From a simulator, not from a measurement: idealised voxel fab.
This section sets out a process module, namely voxel transistor to metal.
Pictured: cross-section cut, 285 nm wide, on a grid of 5 nm square cells.
If you're reading a cross-section in this doc, picture square cells in a grid; it comes to you as bands, top ones listed first down to the bottom, and a band can be one or more rows of cells.
Quick guide to a band line: top height, bottom height (nm) up front; then every material left to right with its width in nm. Only one material and it's marked "all across"? Then it fills the band edge to edge. And "blank" just means empty space.
It should be noted that heights are counted from 0, beneath which the wafer as supplied is of one material throughout, and that the lowest band possesses no lower boundary but continues downward, as written in "0 down".
A two-number width, for instance "30..40", indicates that the width is equal to the first number in the top row of the band and to the second number in the bottom row, and that it changes by a constant amount per row of cells.
"nothing was modified" means the step left every cell of the cross-section as it was.
Entry "Enclosed internal cavities". Content: empty spaces with no open connection to the top, size 8 cells or greater. Each: width x height at distance. Distance: from left edge. Unit: nm.
Heads up: the bit after the settings on a step's line is the simulator's remark on that step.
The optional step-line setting "overlay nm" applies to steps with a mask and quantifies how far to the right of its planned location the mask lay, a negative value indicating leftward placement.
[Set out below are the planned steps of the process]
| 1 | RECEIVE: material Si |
| 2 | OXIDIZE: depth nm 5 |
| 3 | CONFORMAL_DEP: material SiN, thk nm 10 |
| 4 | DIRECTIONAL_DEP: material aC, thk nm 15 |
| 5 | PATTERN: tone cover, mask id ACTIVE, material resist, width nm 105, pitch nm 130, thk nm 30, overlay nm 0 |
| 6 | DIRECTIONAL_ETCH: etch materials aC, depth nm 15 |
| 7 | STRIP: etch materials resist |
| 8 | DIRECTIONAL_ETCH: etch materials SiN, depth nm 10 |
| 9 | DIRECTIONAL_ETCH: etch materials SiO2, depth nm 5 |
| 10 | DIRECTIONAL_ETCH: etch materials Si, depth nm 20 |
| 11 | STRIP: etch materials aC |
| 12 | FILL_DEP: material SiO2, thk nm 5 |
| 13 | CMP: height nm 10 |
| 14 | SELECTIVE_ETCH: etch materials SiO2, depth nm 10 |
| 15 | STRIP: etch materials SiN |
| 16 | SELECTIVE_ETCH: etch materials SiO2, depth nm 5 |
| 17 | OXIDIZE: depth nm 5 |
| 18 | DIRECTIONAL_DEP: material polySi, thk nm 20 |
| 19 | DIRECTIONAL_DEP: material SiCN, thk nm 10 |
| 20 | PATTERN: tone cover, mask id GATE, material resist, width nm 35, pitch nm 130, thk nm 15, overlay nm 0 |
| 21 | DIRECTIONAL_ETCH: etch materials SiCN, depth nm 20 |
| 22 | DIRECTIONAL_ETCH: etch materials polySi, depth nm 30 |
| 23 | STRIP: etch materials resist |
| 24 | CONFORMAL_DEP: material SiN, thk nm 10 |
| 25 | DIRECTIONAL_ETCH: etch materials SiN, depth nm 10 |
| 26 | DIRECTIONAL_ETCH: etch materials SiO2, depth nm 5 |
| 27 | DIRECTIONAL_ETCH: etch materials Si, depth nm 10 |
| 28 | EPI: material pSi, thk nm 15 |
| 29 | FILL_DEP: material SiO2, thk nm 5 |
| 30 | CMP: height nm 15 |
| 31 | STRIP: etch materials polySi |
| 32 | SELECTIVE_ETCH: etch materials SiO2, depth nm 5 |
| 33 | CONFORMAL_DEP: material HfO2, thk nm 5 |
| 34 | CONFORMAL_DEP: material TiN, thk nm 5 |
| 35 | FILL_DEP: material W, thk nm 10 |
| 36 | CMP: height nm 10 |
| 37 | DIRECTIONAL_DEP: material SiO2, thk nm 10 |
| 38 | MASKED_ETCH: tone open, mask id CONTACT, width nm 15, etch materials SiO2, depth nm 25, overlay nm 0 |
| 39 | CONFORMAL_DEP: material TiN, thk nm 5 |
| 40 | FILL_DEP: material W, thk nm 10 |
| 41 | CMP: height nm 20 |
| 42 | DIRECTIONAL_DEP: material TiN, thk nm 5 |
| 43 | DIRECTIONAL_DEP: material W, thk nm 25 |
| 44 | PATTERN: tone cover, mask id METAL_1, material resist, width nm 15, thk nm 15, overlay nm 0 |
| 45 | DIRECTIONAL_ETCH: etch materials W, depth nm 25 |
| 46 | DIRECTIONAL_ETCH: etch materials TiN, depth nm 5 |
| 47 | STRIP: etch materials resist |
| 48 | CONFORMAL_DEP: material SiN, thk nm 5 |
| 49 | FILL_DEP: material lowk, thk nm 5 |
| 50 | CMP: height nm 50 |
| 51 | CONFORMAL_DEP: material SiCN, thk nm 5 |
| 52 | DIRECTIONAL_DEP: material lowk, thk nm 25 |
| 53 | DIRECTIONAL_DEP: material aC, thk nm 10 |
| 54 | PATTERN: tone open, mask id METAL_2, material resist, width nm 15, pitch nm 130, thk nm 25, overlay nm 0 |
| 55 | DIRECTIONAL_ETCH: etch materials aC, depth nm 10 |
| 56 | STRIP: etch materials resist |
| 57 | DIRECTIONAL_ETCH: etch materials lowk, depth nm 15 |
| 58 | STRIP: etch materials aC |
| 59 | DIRECTIONAL_DEP: material aC, thk nm 15 |
| 60 | PATTERN: tone open, mask id METAL_2_HOLES, material resist, width nm 15, pitch nm 130, thk nm 35, overlay nm 0 |
| 61 | DIRECTIONAL_ETCH: etch materials aC, depth nm 15 |
| 62 | STRIP: etch materials resist |
| 63 | DIRECTIONAL_ETCH: etch materials lowk, depth nm 10 |
| 64 | DIRECTIONAL_ETCH: etch materials SiCN, depth nm 5 |
| 65 | STRIP: etch materials aC |
| 66 | CONFORMAL_DEP: material TiN, thk nm 5 |
| 67 | FILL_DEP: material Cu, thk nm 10 |
| 68 | CMP: height nm 80 |
| 69 | CONFORMAL_DEP: material SiCN, thk nm 5 |
[Cross-section of the wafer at receipt, which is the condition after step 1]
> 0 down = Si all across
> Enclosed internal cavities: none
[Result of the module, cross-sectioned: start per above, plan per above, one error in how it was run]
> 85 to 80 = SiCN all across
> 80 to 55 = 30 nm lowk, then 5 nm TiN, then 5 nm Cu, then 5 nm TiN, then 115 nm lowk, then 5 nm TiN, then 5 nm Cu, then 5 nm TiN, then 110 nm lowk
> 55 to 50 = 30 nm SiCN, then 15 nm TiN, then 115 nm SiCN, then 15 nm TiN, then 110 nm SiCN
> 50 to 25 = 25 nm lowk, then 5 nm SiN, then 15 nm W, then 5 nm SiN, then 55 nm lowk, then 5 nm SiN, then 15 nm W, then 5 nm SiN, then 25 nm lowk, then 5 nm SiN, then 15 nm W, then 5 nm SiN, then 55 nm lowk, then 5 nm SiN, then 15 nm W, then 5 nm SiN, then 25 nm lowk
> 25 to 20 = 30 nm SiN, then 15 nm TiN, then 65 nm SiN, then 15 nm TiN, then 35 nm SiN, then 15 nm TiN, then 65 nm SiN, then 15 nm TiN, then 30 nm SiN
> 20 to 10 = 30 nm SiO2, then 15..5 nm TiN, then 65..85 nm SiO2, then 15..5 nm TiN, then 35 nm SiO2, then 15..5 nm TiN, then 65..85 nm SiO2, then 15..5 nm TiN, then 30 nm SiO2
> 10 to 5 = 30 nm SiO2, then 5 nm TiN, then 15 nm SiO2, then 10 nm SiN, then 5 nm HfO2, then 5 nm TiN, then 15 nm W, then 5 nm TiN, then 5 nm HfO2, then 10 nm SiN, then 15 nm SiO2, then 5 nm TiN, then 35 nm SiO2, then 5 nm TiN, then 15 nm SiO2, then 10 nm SiN, then 5 nm HfO2, then 5 nm TiN, then 15 nm W, then 5 nm TiN, then 5 nm HfO2, then 10 nm SiN, then 15 nm SiO2, then 5 nm TiN, then 30 nm SiO2
> 5 to 0 = 35 nm SiO2, then 15 nm pSi, then 10 nm SiN, then 5 nm HfO2, then 5 nm TiN, then 15 nm W, then 5 nm TiN, then 5 nm HfO2, then 10 nm SiN, then 15 nm pSi, then 45 nm SiO2, then 15 nm pSi, then 10 nm SiN, then 5 nm HfO2, then 5 nm TiN, then 15 nm W, then 5 nm TiN, then 5 nm HfO2, then 10 nm SiN, then 15 nm pSi, then 35 nm SiO2
> 0 to -5 = 35 nm SiO2, then 15 nm pSi, then 10 nm SiN, then 5 nm HfO2, then 25 nm TiN, then 5 nm HfO2, then 10 nm SiN, then 15 nm pSi, then 45 nm SiO2, then 15 nm pSi, then 10 nm SiN, then 5 nm HfO2, then 25 nm TiN, then 5 nm HfO2, then 10 nm SiN, then 15 nm pSi, then 35 nm SiO2
> -5 to -10 = 20 nm SiO2, then 30 nm pSi, then 5 nm SiO2, then 45 nm HfO2, then 5 nm SiO2, then 30 nm pSi, then 15 nm SiO2, then 30 nm pSi, then 5 nm SiO2, then 45 nm HfO2, then 5 nm SiO2, then 30 nm pSi, then 20 nm SiO2
> -10 to -20 = 25 nm SiO2, then 25 nm pSi, then 55 nm Si, then 25 nm pSi, then 25 nm SiO2, then 25 nm pSi, then 55 nm Si, then 25 nm pSi, then 25 nm SiO2
> -20 to -25 = 25 nm SiO2, then 105 nm Si, then 25 nm SiO2, then 105 nm Si, then 25 nm SiO2
> -25 down = Si all across
> Enclosed internal cavities: none
Plan not followed: step 37 ran in the slot meant for step 38, and vice versa
